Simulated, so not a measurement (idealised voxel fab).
A process module follows: voxel tone inversion.
cross-section cut | 290 nm wide | cells 5 nm
Cross-section layout: square cells on a grid; listed as bands, top to bottom; a band spans one or more cell rows. Top, bottom (nm), then materials left to right with widths (nm); lone material tagged "edge to edge" fills the whole band edge to edge; "empty" = empty space. Zero point of the height axis is 0; under it, received wafer = one material. Lowest band: continues down indefinitely, "from 0 down". Think of "30..40" as a width that walks from the first number to the second as you go down the band, top row to bottom row, taking equal-sized steps from row to row. "left unchanged" after a step means that no cell of the cross-section changed. The entry "Trapped voids" lists the empty spaces that cover at least 8 cells and have no open path to the top. Each is written as width x height at distance, where the distance is measured from the left edge and all three values are in nm. That trailing text on a step's line, after the settings, is the simulator's own remark on the step. overlay nm: step with mask; distance mask lay right of planned place; negative value = left of planned place.
# Process steps foreseen in the plan
1: op RECEIVE | material Si
2: op CONFORMAL_DEP | material SiCN | thk nm 10
3: op DIRECTIONAL_DEP | material polySi | thk nm 15
4: op PATTERN | tone cover | mask id POSTS | material resist | width nm 20 | pitch nm 50 | thk nm 20 | overlay nm 0
5: op DIRECTIONAL_ETCH | etch materials polySi | depth nm 15
6: op STRIP | etch materials resist
7: op FILL_DEP | material lowk | thk nm 10
8: op CMP | height nm 25
9: op STRIP | etch materials polySi
10: op CONFORMAL_DEP | material TiN | thk nm 5
11: op FILL_DEP | material W | thk nm 10
12: op CMP | height nm 25
13: op CONFORMAL_DEP | material SiN | thk nm 5
# As-received state of the wafer in cross-section, equivalent to post-step 1
> from 0 down: Si edge to edge
> Trapped voids: none
# Here's the cross-section of the first of our two wafers at the end of the module - it ran as planned
> from 30 to 25: SiN edge to edge
> from 25 to 15: lowk 110, then TiN 5, then W 10, then TiN 5, then lowk 30, then TiN 5, then W 10, then TiN 5, then lowk 110
> from 15 to 10: lowk 110, then TiN 20, then lowk 30, then TiN 20, then lowk 110
> from 10 to 0: SiCN edge to edge
> from 0 down: Si edge to edge
> Trapped voids: none
# What the second wafer looks like in cross-section once the module is done. Its start and its plan matched the first wafer's exactly; what differed was one mistake in how it was run
> from 30 to 25: SiN edge to edge
> from 25 to 15: SiCN edge to edge
> from 15 to 0: polySi edge to edge
> from 0 down: Si edge to edge
> Trapped voids: none
What went wrong in running the wafer? a sequencing error occurred in which plan steps 2 and 3 were transposed
Bottom line after processing is that, in cells, the second wafer is up or down on some materials versus the first: 16 fewer of TiN; 8 fewer of W; 150 fewer of lowk; 174 more of polySi
